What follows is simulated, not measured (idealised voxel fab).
Proc. module: voxel gate over fins
FYI the section here is cut, 250 nm wide, cells are 5 nm squares.
Cross-section layout: square cells on a grid; listed as bands, top to bottom; a band spans one or more cell rows. A band entry consists of two parts. The first gives the height of the band's top and the height of its bottom, in nm. The rest lists the band's materials from left to right, each with its width in nm. A single material labelled with the word "everywhere" fills the band from edge to edge, and the word "blank" marks empty space. Height is counted from the level 0, under which the received wafer is composed throughout of one material. The lowest of the bands is not closed at the bottom but continues downward, in the notation "from 0 down". Per-row width for "30->40": begins at first number (top row of band), ends at second number (bottom row), increment between rows held constant. Step note "no change" = no cross-section cell changed. You'll see "Closed void inventory" listing empty spaces that have no way open to the top, as long as they're 8 cells or more; the notation is width x height at distance, where the distance is from the left edge, and all of it is in nm. Whatever follows a step's settings on its line is a remark the simulator itself makes about that step. overlay nm: mask right of planned place by this much (step with mask). Neg. = left.
**Intended process steps**
1 RECEIVE (material Si)
2 CONFORMAL_DEP (material SiN; thk nm 5)
3 PATTERN (tone cover; mask id FINS; material resist; width nm 15; pitch nm 35; thk nm 20; overlay nm 0)
4 DIRECTIONAL_ETCH (etch materials SiN; depth nm 5)
5 DIRECTIONAL_ETCH (etch materials Si; depth nm 30)
6 STRIP (etch materials resist)
7 FILL_DEP (material SiO2; thk nm 10)
8 CMP (height nm 5)
9 SELECTIVE_ETCH (etch materials SiO2; depth nm 15)
10 STRIP (etch materials SiN)
11 CONFORMAL_DEP (material HfO2; thk nm 5)
12 CONFORMAL_DEP (material TiN; thk nm 5)
13 FILL_DEP (material W; thk nm 15)
14 CMP (height nm 20)
15 CONFORMAL_DEP (material SiN; thk nm 5)
**Wafer cross-section on receipt, i.e. after step 1**
  from 0 down: Si everywhere
  Closed void inventory: none
**Result of the module, cross-sectioned: start per above, plan per above, one error in how it was run**
  from 25 to 20: SiN everywhere
  from 20 to 10: W everywhere
  from 10 to 5: W (70), TiN (105), W (75)
  from 5 to 0: W (70), TiN (5), HfO2 (25), TiN (10), HfO2 (25), TiN (10), HfO2 (25), TiN (5), W (75)
  from 0 to -5: TiN (75), HfO2 (5), Si (15), HfO2 (5), TiN (10), HfO2 (5), Si (15), HfO2 (5), TiN (10), HfO2 (5), Si (15), HfO2 (5), TiN (80)
  from -5 to -10: HfO2 (80), Si (15), HfO2 (20), Si (15), HfO2 (20), Si (15), HfO2 (85)
  from -10 to -60: SiO2 (80), Si (15), SiO2 (20), Si (15), SiO2 (20), Si (15), SiO2 (85)
  from -60 down: Si everywhere
  Closed void inventory: none
What broke from the plan during processing? step 5 of the plan was performed twice
